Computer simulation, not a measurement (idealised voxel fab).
Presented below is a process module, voxel wiring stack.
Xsec cut, 165 nm wide, square cell size 5 nm.
This document writes a cross-section as a grid whose cells are square, and gives it as bands, listed from the top down; one or more rows of cells form a band.
Band: top and bottom heights (nm) first, top before bottom; then materials from left to right, widths in nm. "full width" marks a sole material filling the band edge to edge. "empty" denotes empty space.
For the purposes of this specification, 0 denotes the height below which the wafer in its as-received condition is composed wholly of one material, and the lowermost band, lacking a lower limit, extends downward without end, as expressed in "top 0, no bottom".
Note: "30 to 40" means the width goes from the first number (top row of the band) to the second number (bottom row) in equal steps per row of cells.
"nothing got changed" (step): cross-section cells unchanged, all of them.
"Closed void entries" specifies each empty space that is not open to the top and that occupies no fewer than 8 cells, using the form width x height at distance, the distance measured from the left edge and all three quantities in nm.
Note: text after step settings on the step line = simulator remark on that step.
overlay nm, on a step with a mask: how far to the right of its planned place the mask lay; to the left if negative
Process steps (planned)
1) op RECEIVE | material Si
2) op CONFORMAL_DEP | material SiO2 | thk nm 10
3) op CONFORMAL_DEP | material SiCN | thk nm 5
4) op DIRECTIONAL_DEP | material lowk | thk nm 25
5) op PATTERN | tone open | mask id METAL_1 | material resist | width nm 20 | pitch nm 45 | thk nm 20 | overlay nm 0
6) op DIRECTIONAL_ETCH | etch materials lowk | depth nm 25
7) op DIRECTIONAL_ETCH | etch materials SiCN | depth nm 5
8) op STRIP | etch materials resist
9) op CONFORMAL_DEP | material TiN | thk nm 5
10) op FILL_DEP | material Ru | thk nm 5
11) op CMP | height nm 40
12) op EPI | material Ru | thk nm 5
13) op FILL_DEP | material SiCN | thk nm 5
14) op DIRECTIONAL_DEP | material SiO2 | thk nm 35
15) op MASKED_ETCH | tone open | mask id METAL_2_HOLES | width nm 15 | pitch nm 45 | etch materials SiO2 | depth nm 35 | overlay nm 0
16) op MASKED_ETCH | tone open | mask id METAL_2 | width nm 20 | pitch nm 45 | etch materials SiO2 | depth nm 20 | overlay nm 0
17) op MASKED_ETCH | tone open | mask id METAL_2 | width nm 20 | pitch nm 45 | etch materials SiCN | depth nm 5 | overlay nm 0
18) op CONFORMAL_DEP | material TiN | thk nm 5
19) op FILL_DEP | material Cu | thk nm 10
20) op CMP | height nm 85
21) op CONFORMAL_DEP | material SiN | thk nm 5
Incoming wafer, cross-sectional view, post step 1
- top 0, no bottom | Si full width
- Closed void entries: none
Module complete, cross-section. Starting point and plan per above. One mistake made in running the module
- top 100, bottom 85 | SiN full width
- top 85, bottom 70 | SiO2 (50) | TiN (5) | Cu (10) | TiN (5) | SiO2 (25) | TiN (5) | Cu (10) | TiN (5) | SiO2 (50)
- top 70, bottom 65 | SiO2 (50) | TiN (5) | Cu (5) | TiN (10) | SiO2 (25) | TiN (5) | Cu (5) | TiN (10) | SiO2 (50)
- top 65, bottom 50 | SiO2 (50) | TiN (5) | Cu (5) | TiN (5) | SiO2 (30) | TiN (5) | Cu (5) | TiN (5) | SiO2 (55)
- top 50, bottom 45 | SiCN (50) | TiN (15) | SiCN (30) | TiN (15) | SiCN (55)
- top 45, bottom 40 | SiCN (45) | Ru (30) | SiCN (15) | Ru (30) | SiCN (45)
- top 40, bottom 15 | lowk (50) | TiN (5) | Ru (10) | TiN (5) | lowk (25) | TiN (5) | Ru (10) | TiN (5) | lowk (50)
- top 15, bottom 10 | SiCN (50) | TiN (20) | SiCN (25) | TiN (20) | SiCN (50)
- top 10, bottom 0 | SiO2 full width
- top 0, no bottom | Si full width
- Closed void entries: none
Finding, execution versus plan: note that step 21 departed from the planned setting and was carried out as op CONFORMAL_DEP | material SiN | thk nm 15
